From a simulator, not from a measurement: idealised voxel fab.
Documented hereafter: the process module known as voxel fin reveal.
Section shown: cut. Width: 165 nm. Cell size: 5 nm, square.
Format of a cross-section: grid, square cells. Given as bands. Order: top down. Band: one or more rows of cells.
Band: top height; bottom height; in nm. Then, left to right: material with width in nm, for each material. "all across": a single material spanning edge to edge. "air": empty space.
Ref level 0: as-received wafer is one material below here. Bottom band extends down with no lower bound ("0 nm and below").
Read "30..40" as a graded width: first number on top, second number at the bottom, same change between each pair of neighbouring rows.
"no change occurred" -> step changed no cross-section cell.
In the "Sealed internal cavities" entry, you get each enclosed empty space of 8 cells or more, one with no open way to the top, written width x height at distance, distance from the left edge, in nm.
Post-settings text on a step line: simulator's own remark regarding the step.
overlay nm, on a step with a mask: how far to the right of its planned place the mask lay; to the left if negative
## The planned process steps are enumerated hereunder
1 RECEIVE [material Si]
2 CONFORMAL_DEP [material SiN] [thk nm 10]
3 PATTERN [tone cover] [mask id FINS] [material resist] [width nm 15] [pitch nm 35] [thk nm 20] [overlay nm 0]
4 DIRECTIONAL_ETCH [etch materials SiN] [depth nm 10]
5 DIRECTIONAL_ETCH [etch materials Si] [depth nm 30]
6 STRIP [etch materials resist]
7 FILL_DEP [material SiO2] [thk nm 10]
8 CMP [height nm 10]
9 SELECTIVE_ETCH [etch materials SiO2] [depth nm 25]
10 STRIP [etch materials SiN]
## Received-state cross-section, reflecting completion of step 1
> 0 nm and below: Si all across
> Sealed internal cavities: none
## Looking at the first of two wafers in cross-section at end of module - ran to plan
> 0 nm to -15 nm: 55 of air, then 15 of Si, then 20 of air, then 15 of Si, then 60 of air
> -15 nm to -30 nm: 55 of SiO2, then 15 of Si, then 20 of SiO2, then 15 of Si, then 60 of SiO2
> -30 nm and below: Si all across
> Sealed internal cavities: none
## Wafer two, sectioned after the module: the first wafer's start, the first wafer's plan, and one mistake in how it was run
> 0 nm to -15 nm: 55 of air, then 15 of Si, then 20 of air, then 15 of Si, then 60 of air
> -15 nm to -60 nm: 55 of SiO2, then 15 of Si, then 20 of SiO2, then 15 of Si, then 60 of SiO2
> -60 nm and below: Si all across
> Sealed internal cavities: none
what went wrong: plan step 5 was twice executed
End of process, cell counts, second wafer against first, materials with more or fewer: -162 Si | +162 SiO2
